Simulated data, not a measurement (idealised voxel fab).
voxel released beams: a process module
Cross-sectional view cut (width: 205 nm; square cell size: 5 nm).
How to read a cross-section here: the picture is a grid of square cells, written as bands going from the top down, and any band can span one or more rows of cells. Read a band's entry like this: the first values are the height of its top and the height of its bottom in nm, and what follows is the sequence of materials from left to right, each with its width in nm. Note that "air" is empty space, and that a single material marked "full width" reaches across the band from edge to edge. Basically, 0 is our baseline, since under it the wafer straight out of the box is all one material. The bottom band has no lower end and keeps on going down, so it looks like "z 0 and below". The two numbers in a width such as "30 to 40" mark its ends across the band: the first belongs to the top row of cells, the second to the bottom row, and from each row to the next the width moves by the same amount. "nothing different" means the step left every cell of the cross-section as it was. Empty spaces without an open route to the top, at least 8 cells in extent, make up the entry "Enclosed void listing"; each is given as width x height at distance, where the distance is measured from the left edge, and all are in nm. The remark found on a step's line after its settings is issued by the simulator itself and pertains to that step. overlay nm: mask offset rightward from planned place, masked step; negative means leftward offset.
-- Process steps foreseen in the plan
step 1: RECEIVE (material Si)
step 2: CONFORMAL_DEP (material Al2O3; thk nm 10)
step 3: DIRECTIONAL_DEP (material SiO2; thk nm 15)
step 4: DIRECTIONAL_DEP (material aC; thk nm 10)
step 5: PATTERN (tone open; mask id ANCHOR; material resist; width nm 30; thk nm 30; overlay nm 0)
step 6: DIRECTIONAL_ETCH (etch materials aC; depth nm 10)
step 7: STRIP (etch materials resist)
step 8: DIRECTIONAL_ETCH (etch materials SiO2; depth nm 15)
step 9: STRIP (etch materials aC)
step 10: CONFORMAL_DEP (material SiN; thk nm 10)
step 11: PATTERN (tone cover; mask id BEAM; material resist; width nm 100; thk nm 20; overlay nm 0)
step 12: DIRECTIONAL_ETCH (etch materials SiN; depth nm 10)
step 13: STRIP (etch materials resist)
step 14: STRIP (etch materials SiO2)
-- Cross-section of the wafer as it came to us, i.e., already through step 1
  z 0 and below: Si full width
  Enclosed void listing: none
-- Wafer cross-section at module end: first of two, run to plan
  z 35 to 25: air: 50 / SiN: 15 / air: 10 / SiN: 75 / air: 55
  z 25 to 20: air: 55 / SiN: 10 / air: 10 / SiN: 10 / air: 120
  z 20 to 10: air: 55 / SiN: 30 / air: 120
  z 10 to 0: Al2O3 full width
  z 0 and below: Si full width
  Enclosed void listing: none
-- Now the second wafer, cross-sectioned at the end of the module. Nothing different at the start, nothing different in the plan compared with the first, just one mistake when it was actually run
  z 25 to 15: air: 50 / SiN: 15 / air: 10 / SiN: 75 / air: 55
  z 15 to 10: air: 55 / SiN: 10 / air: 10 / SiN: 10 / air: 120
  z 10 to 0: air: 55 / SiN: 30 / air: 120
  z 0 and below: Si full width
  Enclosed void listing: none
Processing error: the plan's step 2 went unexecuted, having been skipped
FYI, end of process, the second wafer has more or fewer cells of some materials than the first: Al2O3: 82 fewer
